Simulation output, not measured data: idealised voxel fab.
Process module, titled voxel self aligned contacts
Cross-sectional view cut (width: 175 nm; square cell size: 5 nm).
Notation: cross-section as square-cell grid; stated in bands, top first, going down; one or more cell rows per band.
Look at the band entry: it leads with the top's height and the bottom's height in nm. Then it lists the materials left to right, with a width in nm for each. The word "full width" on a single material says that material fills the band edge to edge. The word "blank" is empty space.
Where do heights start? At 0: under that level the wafer as delivered is made of one material only. And the lowest band has no floor; it just carries on downward, as in "0 down".
The width entry "30 to 40" should be interpreted row by row: the top row of cells in the band takes the first number, the bottom row takes the second number, and the change between adjacent rows is uniform throughout.
Key: "nothing different" - step with no changed cell in the cross-section.
The label "Closed cavity list" introduces a list of the empty spaces, 8 cells or larger, that have no open way up to the top; each entry in it reads width x height at distance, where the distance is taken from the left edge and all three are stated in nm.
Note: text after step settings on the step line = simulator remark on that step.
A step's line can hold "overlay nm"; with a mask on that step, the setting says how far right of the planned place the mask lay, while a negative setting says it lay to the left.
**Process steps - plan**
1: RECEIVE with material Si
2: CONFORMAL_DEP with material SiO2, thk nm 5
3: DIRECTIONAL_DEP with material polySi, thk nm 20
4: DIRECTIONAL_DEP with material SiN, thk nm 15
5: MASKED_ETCH with tone cover, mask id GATE, width nm 25, pitch nm 60, etch materials SiN, depth nm 15, overlay nm 0
6: MASKED_ETCH with tone cover, mask id GATE, width nm 25, pitch nm 60, etch materials polySi, depth nm 20, overlay nm 0
7: CONFORMAL_DEP with material SiN, thk nm 5
8: DIRECTIONAL_ETCH with etch materials SiN, depth nm 5
9: FILL_DEP with material SiO2, thk nm 10
10: CMP with height nm 45
11: PATTERN with tone open, mask id CONTACT, material resist, width nm 45, pitch nm 60, thk nm 20, overlay nm 0
12: DIRECTIONAL_ETCH with etch materials SiO2, depth nm 45
13: STRIP with etch materials resist
14: CONFORMAL_DEP with material TiN, thk nm 5
15: FILL_DEP with material Ru, thk nm 5
16: CMP with height nm 45
17: CONFORMAL_DEP with material SiCN, thk nm 5
**Here's what the wafer looked like in cross-section when it arrived - that's after step 1**
> 0 down = Si full width
> Closed cavity list: none
**First of two wafers, end-of-module section, run followed plan**
> 50 to 45 = SiCN full width
> 45 to 40 = SiO2 (35), TiN (15), Ru (15), TiN (15), SiO2 (15), TiN (15), Ru (15), TiN (15), SiO2 (35)
> 40 to 25 = SiO2 (10), SiN (35), TiN (5), Ru (15), TiN (5), SiN (35), TiN (5), Ru (15), TiN (5), SiN (35), SiO2 (10)
> 25 to 5 = SiO2 (10), SiN (5), polySi (25), SiN (5), TiN (5), Ru (15), TiN (5), SiN (5), polySi (25), SiN (5), TiN (5), Ru (15), TiN (5), SiN (5), polySi (25), SiN (5), SiO2 (10)
> 5 to 0 = SiO2 (45), TiN (25), SiO2 (35), TiN (25), SiO2 (45)
> 0 down = Si full width
> Closed cavity list: none
**This cross-section belongs to the second wafer of two at the end of the module; the start and the plan were shared with the first, and the run included one mistake**
> 50 to 45 = SiCN full width
> 45 to 35 = SiO2 (35), TiN (5 to 15), Ru (35 to 15), TiN (5 to 15), SiO2 (15), TiN (5 to 15), Ru (35 to 15), TiN (5 to 15), SiO2 (35)
> 35 to 20 = SiO2 (10), SiN (35), TiN (5), Ru (15), TiN (5), SiN (35), TiN (5), Ru (15), TiN (5), SiN (35), SiO2 (10)
> 20 to 5 = SiO2 (10), SiN (5), polySi (25), SiN (5), TiN (5), Ru (15), TiN (5), SiN (5), polySi (25), SiN (5), TiN (5), Ru (15), TiN (5), SiN (5), polySi (25), SiN (5), SiO2 (10)
> 5 to 0 = SiO2 (10), SiN (5), polySi (25), SiN (5), TiN (25), SiN (5), polySi (25), SiN (5), TiN (25), SiN (5), polySi (25), SiN (5), SiO2 (10)
> 0 down = Si full width
> Closed cavity list: none
Processing error: the plan's step 2 was left out and never carried out
Materials where the second wafer ends with more or fewer cells than the first: +8 Ru; -8 SiO2
